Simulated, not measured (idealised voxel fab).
Proc. module: voxel tone inversion
In the cross-section labelled cut, the width is 235 nm and each square cell is 5 nm.
Notation: cross-section as square-cell grid; stated in bands, top first, going down; one or more cell rows per band.
Band: top height; bottom height; in nm. Then, left to right: material with width in nm, for each material. "full width": a single material spanning edge to edge. "blank": empty space.
The reference from which all heights are counted is 0, the level beneath which the as-received wafer is entirely one material; the lowest band, having no lower bound, proceeds downward and is written after the example "z 0 and below".
Quick explanation for "30..40": the width changes in equal steps down the rows of cells, from the first number in the band's top row to the second number in its bottom row.
The cross-section has no changed cell in any step marked "nothing different".
Closed empty spaces (no open way to the top) of 8 cells or more are what "Listed closed voids" lists, each as width x height at distance from the left edge, nm for all three.
Whatever follows a step's settings on its line is a remark the simulator itself makes about that step.
You can add "overlay nm" to a step's line. For a step with a mask, it describes how far the mask lay to the right of its planned position, and a negative number describes a lay to the left.
# The steps planned for the process are as follows
1. RECEIVE (material Si)
2. CONFORMAL_DEP (material SiCN; thk nm 5)
3. DIRECTIONAL_DEP (material aC; thk nm 25)
4. PATTERN (tone cover; mask id POSTS; material resist; width nm 20; pitch nm 45; thk nm 35; overlay nm 0)
5. DIRECTIONAL_ETCH (etch materials aC; depth nm 25)
6. STRIP (etch materials resist)
7. FILL_DEP (material lowk; thk nm 10)
8. CMP (height nm 30)
9. STRIP (etch materials aC)
10. CONFORMAL_DEP (material TiN; thk nm 5)
11. FILL_DEP (material Ru; thk nm 10)
12. CMP (height nm 30)
13. CONFORMAL_DEP (material SiCN; thk nm 5)
# So, the first of our two wafers, run just as we planned it
# Wafer at receipt (post step 1), cross-section
- z 0 and below: Si full width
- Listed closed voids: none
# Cross-section through the wafer, step 2 finished
- z 5 to 0: SiCN full width
- Below 0, the layers are the same as they were.
# Cross-section through the wafer, step 3 finished
- z 30 to 5: aC full width
- Below 5, the layers are the same as they were.
# Cross-section through the wafer, step 4 finished
- z 65 to 30: blank=60 / resist=20 / blank=25 / resist=20 / blank=25 / resist=20 / blank=65
- Below 30, the layers are the same as they were.
# Cross-section through the wafer, step 5 finished
- z 40 to 30: blank=60 / resist=20 / blank=25 / resist=20 / blank=25 / resist=20 / blank=65
- z 30 to 5: blank=60 / aC=20 / blank=25 / aC=20 / blank=25 / aC=20 / blank=65
- Below 5, the layers are the same as they were.
# Cross-section through the wafer, step 6 finished
- z 30 to 5: blank=60 / aC=20 / blank=25 / aC=20 / blank=25 / aC=20 / blank=65
- Below 5, the layers are the same as they were.
# Cross-section through the wafer, step 7 finished
- z 40 to 30: lowk full width
- z 30 to 5: lowk=60 / aC=20 / lowk=25 / aC=20 / lowk=25 / aC=20 / lowk=65
- Below 5, the layers are the same as they were.
# Cross-section through the wafer, step 8 finished
- z 30 to 5: lowk=60 / aC=20 / lowk=25 / aC=20 / lowk=25 / aC=20 / lowk=65
- Below 5, the layers are the same as they were.
# Cross-section through the wafer, step 9 finished
- z 30 to 5: lowk=60 / blank=20 / lowk=25 / blank=20 / lowk=25 / blank=20 / lowk=65
- Below 5, the layers are the same as they were.
# Cross-section through the wafer, step 10 finished
- z 35 to 30: TiN=65 / blank=10 / TiN=35 / blank=10 / TiN=35 / blank=10 / TiN=70
- z 30 to 10: lowk=60 / TiN=5 / blank=10 / TiN=5 / lowk=25 / TiN=5 / blank=10 / TiN=5 / lowk=25 / TiN=5 / blank=10 / TiN=5 / lowk=65
- z 10 to 5: lowk=60 / TiN=20 / lowk=25 / TiN=20 / lowk=25 / TiN=20 / lowk=65
- Below 5, the layers are the same as they were.
# Cross-section through the wafer, step 11 finished
- z 45 to 35: Ru full width
- z 35 to 30: TiN=65 / Ru=10 / TiN=35 / Ru=10 / TiN=35 / Ru=10 / TiN=70
- z 30 to 10: lowk=60 / TiN=5 / Ru=10 / TiN=5 / lowk=25 / TiN=5 / Ru=10 / TiN=5 / lowk=25 / TiN=5 / Ru=10 / TiN=5 / lowk=65
- Below 10, the layers are the same as they were.
# Cross-section through the wafer, step 12 finished
- z 30 to 10: lowk=60 / TiN=5 / Ru=10 / TiN=5 / lowk=25 / TiN=5 / Ru=10 / TiN=5 / lowk=25 / TiN=5 / Ru=10 / TiN=5 / lowk=65
- Below 10, the layers are the same as they were.
# Cross-section through the wafer, step 13 finished
- z 35 to 30: SiCN full width
- Below 30, the layers are the same as they were.
# The Second Wafer: Common Origin and Plan, One Mistake in Execution, Identical to the First Through Step 1
Second wafer cross-section, taken as of the time the plan sets for step 2 to be done: nothing different
# Second wafer cross-section, taken as of the time the plan sets for step 3 to be done
- z 25 to 0: aC full width
- Below 0, the layers are the same as they were.
# Second wafer cross-section, taken as of the time the plan sets for step 4 to be done
- z 60 to 25: blank=60 / resist=20 / blank=25 / resist=20 / blank=25 / resist=20 / blank=65
- Below 25, the layers are the same as they were.
# Second wafer cross-section, taken as of the time the plan sets for step 5 to be done
- z 35 to 25: blank=60 / resist=20 / blank=25 / resist=20 / blank=25 / resist=20 / blank=65
- z 25 to 0: blank=60 / aC=20 / blank=25 / aC=20 / blank=25 / aC=20 / blank=65
- Below 0, the layers are the same as they were.
# Second wafer cross-section, taken as of the time the plan sets for step 6 to be done
- z 25 to 0: blank=60 / aC=20 / blank=25 / aC=20 / blank=25 / aC=20 / blank=65
- Below 0, the layers are the same as they were.
# Second wafer cross-section, taken as of the time the plan sets for step 7 to be done
- z 35 to 25: lowk full width
- z 25 to 0: lowk=60 / aC=20 / lowk=25 / aC=20 / lowk=25 / aC=20 / lowk=65
- Below 0, the layers are the same as they were.
# Second wafer cross-section, taken as of the time the plan sets for step 8 to be done
- z 30 to 25: lowk full width
- Below 25, the layers are the same as they were.
Second wafer cross-section, taken as of the time the plan sets for step 9 to be done: nothing different
# Second wafer cross-section, taken as of the time the plan sets for step 10 to be done
- z 35 to 30: TiN full width
- Below 30, the layers are the same as they were.
# Second wafer cross-section, taken as of the time the plan sets for step 11 to be done
- z 45 to 35: Ru full width
- Below 35, the layers are the same as they were.
# Second wafer cross-section, taken as of the time the plan sets for step 12 to be done
- z 30 to 25: lowk full width
- Below 25, the layers are the same as they were.
# Second wafer cross-section, taken as of the time the plan sets for step 13 to be done
- z 35 to 30: SiCN full width
- Below 30, the layers are the same as they were.
Misprocessing identified: step 2 of the plan was omitted and not executed
Looking at both finished wafers in cells, the second ends up ahead of or behind the first on some materials: 24 fewer of Ru | 47 fewer of SiCN | 36 fewer of TiN | 60 more of aC | 47 more of lowk
